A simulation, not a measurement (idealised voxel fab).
process module | voxel self aligned vias
cross-section cut | 185 nm wide | cells 5 nm
A cross-section is a grid of square cells, given in bands from the top down. A band is one or more rows of cells.
Each band's line starts with the height of the band's top and of its bottom, in nm. Then come its materials from left to right, each with its width in nm. One material with "throughout" fills the band from edge to edge. "air" is empty space.
Height 0 is the level under which the wafer as received is all one material. The lowest band goes on downwards, as in "0 down".
A width such as "30 to 40" changes by the same amount from each row of cells to the next, from the band's top row to its bottom row.
"no change" after a step means that no cell of the cross-section changed.
closed voids: empty space of 8 cells or more with no open way to the top, each as width x height at its distance from the left edge, in nm
after a step's settings: what the simulator itself notes on the step
overlay nm, on a step with a mask: how far to the right of its planned place the mask lay; to the left if negative
plan
1 op RECEIVE | material Si
2 op CONFORMAL_DEP | material SiO2 | thk nm 15
3 op CONFORMAL_DEP | material SiCN | thk nm 5
4 op DIRECTIONAL_DEP | material SiO2 | thk nm 30
5 op DIRECTIONAL_DEP | material aC | thk nm 10
6 op PATTERN | tone open | mask id LINES | material resist | width nm 25 | pitch nm 50 | thk nm 25 | overlay nm 0
7 op DIRECTIONAL_ETCH | etch materials aC | depth nm 10
8 op STRIP | etch materials resist
9 op DIRECTIONAL_ETCH | etch materials SiO2 | depth nm 30
10 op STRIP | etch materials aC
11 op CONFORMAL_DEP | material TiN | thk nm 5
12 op FILL_DEP | material W | thk nm 5
13 op CMP | height nm 50
14 op SELECTIVE_ETCH | etch materials W Ru TiN | depth nm 5
15 op FILL_DEP | material SiN | thk nm 10
16 op CMP | height nm 50
17 op DIRECTIONAL_DEP | material SiO2 | thk nm 15
18 op MASKED_ETCH | tone open | mask id VIAS | width nm 35 | etch materials SiO2 | depth nm 15 | overlay nm 0
19 op MASKED_ETCH | tone open | mask id VIAS | width nm 35 | etch materials SiN | depth nm 5 | overlay nm 0
20 op CONFORMAL_DEP | material TiN | thk nm 5
21 op FILL_DEP | material Cu | thk nm 10
22 op CMP | height nm 65
23 op CONFORMAL_DEP | material SiCN | thk nm 5
as received, after step 1
  0 down: Si throughout
  closed voids: none
a wafer at the end: this start, this plan, one mistake
  70 to 65: SiCN throughout
  65 to 55: SiO2 55 | Cu 25 | SiO2 105
  55 to 50: SiO2 60 | Cu 15 | SiO2 110
  50 to 45: SiO2 105 | SiN 25 | SiO2 55
  45 to 25: SiO2 55 | TiN 5 | W 15 | TiN 5 | SiO2 25 | TiN 5 | W 15 | TiN 5 | SiO2 55
  25 to 20: SiO2 55 | TiN 25 | SiO2 25 | TiN 25 | SiO2 55
  20 to 15: SiCN throughout
  15 to 0: SiO2 throughout
  0 down: Si throughout
  closed voids: none
what went wrong: step 20 ran as: op CONFORMAL_DEP | material SiO2 | thk nm 5
